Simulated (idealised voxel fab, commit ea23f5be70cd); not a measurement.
Proc. module: voxel wiring stack
Pictured: cross-section cut, 220 nm wide, on a grid of 5 nm square cells.
Think of the cross-section as a grid of square cells. We describe it in bands, top to bottom, and each band covers one or more rows of those cells. Within each band entry, the heights of the top and of the bottom of the band appear first, in that order and in nm; the materials of the band then follow from left to right, each with its corresponding width in nm. The designation "full width" on a single material indicates that it fills the band from edge to edge; the designation "empty" indicates empty space. Height is counted from the level 0, under which the received wafer is composed throughout of one material. The lowest of the bands is not closed at the bottom but continues downward, in the notation "0 nm and below". Think of "30..40" as a width that walks from the first number to the second as you go down the band, top row to bottom row, taking equal-sized steps from row to row. You'll sometimes find "nothing changed" written for a step, and that's the way of saying that nowhere in the cross-section did a cell change during that step. "Sealed-off cavities": empty spaces of 8 cells or more with no open way to the top, each given as width x height at distance, distance from the left edge, all in nm. Formally, on a step line, whatever follows the settings is a remark that the simulator itself makes on the step. overlay nm, on a step with a mask: how far to the right of its planned place the mask lay; to the left if negative.
Steps in the process plan:
1. RECEIVE,material Si
2. CONFORMAL_DEP,material SiO2,thk nm 15
3. DIRECTIONAL_DEP,material TiN,thk nm 5
4. DIRECTIONAL_DEP,material W,thk nm 15
5. DIRECTIONAL_DEP,material aC,thk nm 10
6. PATTERN,tone cover,mask id METAL_1,material resist,width nm 25,pitch nm 40,thk nm 30,overlay nm 0
7. DIRECTIONAL_ETCH,etch materials aC,depth nm 10
8. STRIP,etch materials resist
9. DIRECTIONAL_ETCH,etch materials W,depth nm 15
10. DIRECTIONAL_ETCH,etch materials TiN,depth nm 5
11. STRIP,etch materials aC
12. CONFORMAL_DEP,material SiCN,thk nm 5
13. FILL_DEP,material SiO2,thk nm 5
14. CMP,height nm 35
15. CONFORMAL_DEP,material SiCN,thk nm 5
16. DIRECTIONAL_DEP,material SiO2,thk nm 30
17. DIRECTIONAL_DEP,material aC,thk nm 10
18. PATTERN,tone open,mask id METAL_2,material resist,width nm 25,pitch nm 40,thk nm 30,overlay nm 0
19. DIRECTIONAL_ETCH,etch materials aC,depth nm 10
20. STRIP,etch materials resist
21. DIRECTIONAL_ETCH,etch materials SiO2,depth nm 15
22. STRIP,etch materials aC
23. MASKED_ETCH,tone open,mask id METAL_2_HOLES,width nm 15,pitch nm 40,etch materials SiO2,depth nm 15,overlay nm -15
24. MASKED_ETCH,tone open,mask id METAL_2_HOLES,width nm 15,pitch nm 40,etch materials SiCN,depth nm 5,overlay nm 0
25. CONFORMAL_DEP,material TiN,thk nm 5
26. FILL_DEP,material Cu,thk nm 10
27. CMP,height nm 70
28. CONFORMAL_DEP,material SiN,thk nm 5
It is noted that the wafers described herein are identical at the outset and are distinguished by the overlay nm of step 23; the value stated in the plan corresponds to the first wafer.
Cross-section of the first incoming wafer of several, state after step 1:
	0 nm and below = Si full width
	Sealed-off cavities: none
Post step 28, the closing step of the module: first of several wafers, cross-sectioned:
	75 nm to 70 nm = SiN full width
	70 nm to 60 nm = 60 nm SiO2; 5 nm TiN; 70 nm Cu; 5 nm TiN; 80 nm SiO2
	60 nm to 55 nm = 60 nm SiO2; 80 nm TiN; 80 nm SiO2
	55 nm to 40 nm = SiO2 full width
	40 nm to 35 nm = SiCN full width
	35 nm to 20 nm = 70 nm SiO2; 5 nm SiCN; 25 nm W; 5 nm SiCN; 5 nm SiO2; 5 nm SiCN; 25 nm W; 5 nm SiCN; 75 nm SiO2
	20 nm to 15 nm = 75 nm SiCN; 25 nm TiN; 15 nm SiCN; 25 nm TiN; 80 nm SiCN
	15 nm to 0 nm = SiO2 full width
	0 nm and below = Si full width
	Sealed-off cavities: none
Last wafer, end of module, cross-section:
	75 nm to 70 nm = SiN full width
	70 nm to 60 nm = 75 nm SiO2; 5 nm TiN; 20 nm Cu; 5 nm TiN; 10 nm SiO2; 5 nm TiN; 20 nm Cu; 5 nm TiN; 75 nm SiO2
	60 nm to 55 nm = 75 nm SiO2; 30 nm TiN; 10 nm SiO2; 30 nm TiN; 75 nm SiO2
	55 nm to 40 nm = 90 nm SiO2; 10 nm TiN; 30 nm SiO2; 10 nm TiN; 80 nm SiO2
	40 nm to 35 nm = SiCN full width
	35 nm to 20 nm = 70 nm SiO2; 5 nm SiCN; 25 nm W; 5 nm SiCN; 5 nm SiO2; 5 nm SiCN; 25 nm W; 5 nm SiCN; 75 nm SiO2
	20 nm to 15 nm = 75 nm SiCN; 25 nm TiN; 15 nm SiCN; 25 nm TiN; 80 nm SiCN
	15 nm to 0 nm = SiO2 full width
	0 nm and below = Si full width
	Sealed-off cavities: none
Each row below is a wafer at the end of the module, listing for every material the number of cells it has gained (+) or lost (-) since it was received, followed by its closed voids:
overlay nm -15, +28 Cu, +90 SiCN, +44 SiN, +438 SiO2, +30 TiN, +30 W, Sealed-off cavities: none
overlay nm -10, +20 Cu, +88 SiCN, +44 SiN, +438 SiO2, +40 TiN, +30 W, Sealed-off cavities: none
overlay nm -5, +16 Cu, +86 SiCN, +44 SiN, +438 SiO2, +46 TiN, +30 W, Sealed-off cavities: none
overlay nm 0, +20 Cu, +84 SiCN, +44 SiN, +438 SiO2, +44 TiN, +30 W, Sealed-off cavities: none
overlay nm 5, +18 Cu, +86 SiCN, +44 SiN, +438 SiO2, +44 TiN, +30 W, Sealed-off cavities: none
overlay nm 10, +18 Cu, +88 SiCN, +44 SiN, +438 SiO2, +42 TiN, +30 W, Sealed-off cavities: none
overlay nm 15, +16 Cu, +90 SiCN, +44 SiN, +438 SiO2, +42 TiN, +30 W, Sealed-off cavities: none
